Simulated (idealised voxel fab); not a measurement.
Process module name: voxel gate over fins
The figure presents cross-section cut, which has a width of 275 nm and is divided into square cells with an edge length of 5 nm.
The cross-sections in this document take the form of a grid made of square cells. They are written out as bands, in order from top to bottom. Each band consists of one or more rows of cells. Quick guide to a band line: top height, bottom height (nm) up front; then every material left to right with its width in nm. Only one material and it's marked "edge to edge"? Then it fills the band edge to edge. And "blank" just means empty space. Heads up on the height convention: 0 is the point under which the incoming wafer is all one material, and the lowest band has no bottom, it just keeps going down, like "from 0 down". A two-number width, for instance "30 to 40", indicates that the width is equal to the first number in the top row of the band and to the second number in the bottom row, and that it changes by a constant amount per row of cells. Any step labelled "nothing got changed" changed none of the cells in the cross-section. The list in "Sealed void list" covers empty spaces of 8 cells or more that cannot reach the top through any open way, and it gives each as width x height at distance; the distance is from the left edge, and width, height and distance are in nm. That trailing text on a step's line, after the settings, is the simulator's own remark on the step. A step line may carry the setting "overlay nm", which, for steps involving a mask, states the distance by which the mask lay to the right of its intended position; negative values denote displacement to the left.

## The following list gives the planned process steps
- 1: RECEIVE with material Si
- 2: CONFORMAL_DEP with material SiN, thk nm 10
- 3: MASKED_ETCH with tone cover, mask id FINS, width nm 15, pitch nm 40, etch materials SiN, depth nm 10, overlay nm 0
- 4: MASKED_ETCH with tone cover, mask id FINS, width nm 15, pitch nm 40, etch materials Si, depth nm 35, overlay nm 0
- 5: FILL_DEP with material SiO2, thk nm 15
- 6: CMP with height nm 10
- 7: SELECTIVE_ETCH with etch materials SiO2, depth nm 25
- 8: STRIP with etch materials SiN
- 9: CONFORMAL_DEP with material HfO2, thk nm 5
- 10: CONFORMAL_DEP with material TiN, thk nm 5
- 11: FILL_DEP with material W, thk nm 10
- 12: CMP with height nm 15
- 13: CONFORMAL_DEP with material SiN, thk nm 10

## Incoming wafer in cross-section (state: after step 1)
> from 0 down = Si edge to edge
> Sealed void list: none

## The plan above was carried out on the starting structure above with one mistake, and this cross-section shows the wafer at the end of the module
> from 25 to 15 = SiN edge to edge
> from 15 to 5 = W edge to edge
> from 5 to 0 = W: 105  TiN: 25  W: 15  TiN: 25  W: 105
> from 0 to -10 = W: 105  TiN: 5  Si: 15  TiN: 5  W: 15  TiN: 5  Si: 15  TiN: 5  W: 105
> from -10 to -15 = TiN: 110  Si: 15  TiN: 25  Si: 15  TiN: 110
> from -15 to -35 = SiO2: 110  Si: 15  SiO2: 25  Si: 15  SiO2: 110
> from -35 down = Si edge to edge
> Sealed void list: none
what went wrong: yeah, step 9 of the plan got skipped, never ran
